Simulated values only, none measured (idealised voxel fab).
process module | voxel transistor to metal
cross-section cut | 290 nm wide | cells 5 nm
A cross-section is a grid of square cells, given in bands from the top down. A band is one or more rows of cells.
Each band's line starts with the height of the band's top and of its bottom, in nm. Then come its materials from left to right, each with its width in nm. One material with "throughout" fills the band from edge to edge. "air" is empty space.
Height 0 is the level under which the wafer as received is all one material. The lowest band goes on downwards, as in "0 down".
A width such as "30 to 40" changes by the same amount from each row of cells to the next, from the band's top row to its bottom row.
"no change" after a step means that no cell of the cross-section changed.
closed voids: empty space of 8 cells or more with no open way to the top, each as width x height at its distance from the left edge, in nm
after a step's settings: what the simulator itself notes on the step
overlay nm, on a step with a mask: how far to the right of its planned place the mask lay; to the left if negative
plan
1 op RECEIVE | material Si
2 op OXIDIZE | depth nm 5
3 op CONFORMAL_DEP | material SiN | thk nm 10
4 op PATTERN | tone cover | mask id ACTIVE | material resist | width nm 100 | pitch nm 125 | thk nm 20 | overlay nm 0
5 op DIRECTIONAL_ETCH | etch materials SiN | depth nm 10
6 op DIRECTIONAL_ETCH | etch materials SiO2 | depth nm 5
7 op DIRECTIONAL_ETCH | etch materials Si | depth nm 20
8 op STRIP | etch materials resist
9 op FILL_DEP | material SiO2 | thk nm 15
10 op CMP | height nm 10
11 op SELECTIVE_ETCH | etch materials SiO2 | depth nm 10
12 op STRIP | etch materials SiN
13 op SELECTIVE_ETCH | etch materials SiO2 | depth nm 5
14 op OXIDIZE | depth nm 5
15 op DIRECTIONAL_DEP | material polySi | thk nm 25
16 op DIRECTIONAL_DEP | material SiCN | thk nm 10
17 op DIRECTIONAL_DEP | material aC | thk nm 15
18 op PATTERN | tone cover | mask id GATE | material resist | width nm 20 | pitch nm 125 | thk nm 35 | overlay nm 0
19 op DIRECTIONAL_ETCH | etch materials aC | depth nm 15
20 op STRIP | etch materials resist
21 op DIRECTIONAL_ETCH | etch materials SiCN | depth nm 20
22 op DIRECTIONAL_ETCH | etch materials polySi | depth nm 35
23 op STRIP | etch materials aC
24 op CONFORMAL_DEP | material SiN | thk nm 10
25 op DIRECTIONAL_ETCH | etch materials SiN | depth nm 10
26 op DIRECTIONAL_ETCH | etch materials SiO2 | depth nm 5
27 op EPI | material SiGe | thk nm 5
28 op FILL_DEP | material SiO2 | thk nm 5
29 op CMP | height nm 30
30 op DIRECTIONAL_DEP | material SiO2 | thk nm 15
31 op PATTERN | tone open | mask id CONTACT | material resist | width nm 25 | thk nm 15 | overlay nm 0
32 op DIRECTIONAL_ETCH | etch materials SiO2 | depth nm 50
33 op STRIP | etch materials resist
34 op CONFORMAL_DEP | material TiN | thk nm 5
35 op FILL_DEP | material W | thk nm 10
36 op CMP | height nm 45
37 op DIRECTIONAL_DEP | material TiN | thk nm 5
38 op DIRECTIONAL_DEP | material W | thk nm 20
39 op DIRECTIONAL_DEP | material aC | thk nm 15
40 op PATTERN | tone cover | mask id METAL_1 | material resist | width nm 15 | thk nm 30 | overlay nm 0
41 op DIRECTIONAL_ETCH | etch materials aC | depth nm 15
42 op STRIP | etch materials resist
43 op DIRECTIONAL_ETCH | etch materials W | depth nm 20
44 op DIRECTIONAL_ETCH | etch materials TiN | depth nm 5
45 op STRIP | etch materials aC
46 op CONFORMAL_DEP | material SiN | thk nm 5
47 op FILL_DEP | material SiO2 | thk nm 5
48 op CMP | height nm 70
49 op CONFORMAL_DEP | material SiN | thk nm 5
as received, after step 1
  0 down: Si throughout
  closed voids: none
a wafer at the end: this start, this plan, one mistake
  75 to 70: SiN throughout
  70 to 50: SiO2 35 | SiN 5 | W 15 | SiN 5 | SiO2 40 | SiN 5 | W 15 | SiN 5 | SiO2 35 | SiN 5 | W 15 | SiN 5 | SiO2 40 | SiN 5 | W 15 | SiN 5 | SiO2 40
  50 to 45: SiN 40 | TiN 15 | SiN 50 | TiN 15 | SiN 45 | TiN 15 | SiN 50 | TiN 15 | SiN 45
  45 to 35: SiO2 40 | TiN 5 | W 15 | TiN 5 | SiO2 30 | TiN 5 | W 15 | TiN 5 | SiO2 45 | TiN 5 | W 15 | TiN 5 | SiO2 30 | TiN 5 | W 15 | TiN 5 | SiO2 45
  35 to 30: SiO2 40 | TiN 5 | W 10 | TiN 10 | SiO2 30 | TiN 10 | W 10 | TiN 5 | SiO2 45 | TiN 5 | W 10 | TiN 10 | SiO2 30 | TiN 10 | W 10 | TiN 5 | SiO2 45
  30 to 20: SiO2 40 | TiN 5 | W 10 | TiN 5 | SiN 10 | SiCN 20 | SiN 10 | TiN 5 | W 10 | TiN 5 | SiO2 45 | TiN 5 | W 10 | TiN 5 | SiN 10 | SiCN 20 | SiN 10 | TiN 5 | W 10 | TiN 5 | SiO2 45
  20 to 0: SiO2 40 | TiN 5 | W 10 | TiN 5 | SiN 10 | polySi 20 | SiN 10 | TiN 5 | W 10 | TiN 5 | SiO2 45 | TiN 5 | W 10 | TiN 5 | SiN 10 | polySi 20 | SiN 10 | TiN 5 | W 10 | TiN 5 | SiO2 45
  0 to -5: SiO2 40 | TiN 20 | SiN 10 | polySi 20 | SiN 10 | TiN 20 | SiO2 45 | TiN 20 | SiN 10 | polySi 20 | SiN 10 | TiN 20 | SiO2 45
  -5 to -10: SiO2 25 | SiGe 35 | SiO2 40 | SiGe 35 | SiO2 15 | SiGe 35 | SiO2 40 | SiGe 35 | SiO2 30
  -10 to -30: SiO2 30 | Si 100 | SiO2 25 | Si 100 | SiO2 35
  -30 down: Si throughout
  closed voids: none
what went wrong: step 7 ran as: op DIRECTIONAL_ETCH | etch materials Si | depth nm 25
